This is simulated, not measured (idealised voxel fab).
A process module follows: voxel ribs on slabs.
Cross-sectional view cut (width: 270 nm; square cell size: 5 nm).
A cross-section is written here as square cells arranged in a grid, and it is given in bands from the top down, each band taking up one or more rows of cells.
In this notation a band is specified by the heights of its top and bottom, in that order and in nm, after which its materials appear from left to right, each paired with its width in nm. The word "full width" attached to a single material means that material fills the band from edge to edge; the word "empty" stands for empty space.
Heights are expressed relative to 0, this being the level below which the as-received wafer comprises one material exclusively. The lowest band is unbounded in the downward direction and is denoted as in "0 and below".
A width such as "30 to 40" changes by the same amount from each row of cells to the next, from the band's top row to its bottom row.
Reading "remains unaltered" for a step: not a cell of the cross-section changed in it.
What "Closed cavities" gives you is every empty space of 8 cells or more that is cut off from the top. Each appears as width x height at distance, with the distance taken from the left edge and width, height and distance all in nm.
Whatever follows a step's settings on its line is a remark the simulator itself makes about that step.
Among the settings permitted on a step's line is "overlay nm"; applied to a step with a mask, it specifies the extent to which the mask lay to the right of its planned position, whereas a negative figure signifies a position to the left.

[The following list gives the planned process steps]
| 1 | op RECEIVE | material Si |
| 2 | op DIRECTIONAL_DEP | material SiO2 | thk nm 25 |
| 3 | op DIRECTIONAL_DEP | material SiN | thk nm 20 |
| 4 | op PATTERN | tone cover | mask id RIB | material resist | width nm 15 | thk nm 20 | overlay nm 0 |
| 5 | op DIRECTIONAL_ETCH | etch materials SiN | depth nm 5 |
| 6 | op STRIP | etch materials resist |
| 7 | op PATTERN | tone cover | mask id SLAB | material resist | width nm 75 | thk nm 20 | overlay nm 0 |
| 8 | op DIRECTIONAL_ETCH | etch materials SiN | depth nm 15 |
| 9 | op STRIP | etch materials resist |
| 10 | op FILL_DEP | material SiO2 | thk nm 25 |
| 11 | op CMP | height nm 60 |
| 12 | op DIRECTIONAL_DEP | material W | thk nm 5 |
| 13 | op MASKED_ETCH | tone cover | mask id HEATER | width nm 25 | etch materials W | depth nm 5 | overlay nm 0 |
| 14 | op CONFORMAL_DEP | material SiO2 | thk nm 5 |

[Incoming wafer, cross-sectional view, post step 1]
	0 and below = Si full width
	Closed cavities: none

[End-of-module XS, first of two wafers, run as planned]
	70 down to 65 = empty: 115, SiO2: 35, empty: 120
	65 down to 60 = SiO2: 120, W: 25, SiO2: 125
	60 down to 45 = SiO2 full width
	45 down to 40 = SiO2: 125, SiN: 15, SiO2: 130
	40 down to 25 = SiO2: 95, SiN: 75, SiO2: 100
	25 down to 0 = SiO2 full width
	0 and below = Si full width
	Closed cavities: none

[Second of two wafers, module complete, sectioned: it shares the first wafer's start and plan but was run with one mistake]
	70 down to 65 = empty: 115, SiO2: 35, empty: 120
	65 down to 60 = SiO2: 120, W: 25, SiO2: 125
	60 down to 45 = SiO2 full width
	45 down to 40 = SiO2: 125, SiN: 15, SiO2: 130
	40 down to 25 = SiO2: 105, SiN: 75, SiO2: 90
	25 down to 0 = SiO2 full width
	0 and below = Si full width
	Closed cavities: none
What was done differently from what was planned? not per plan at step 7, really ran op PATTERN | tone cover | mask id SLAB | material resist | width nm 75 | thk nm 20 | overlay nm 10
Matching per-material cell counts, mismatched positions: that is how the second wafer compares with the first at the end.
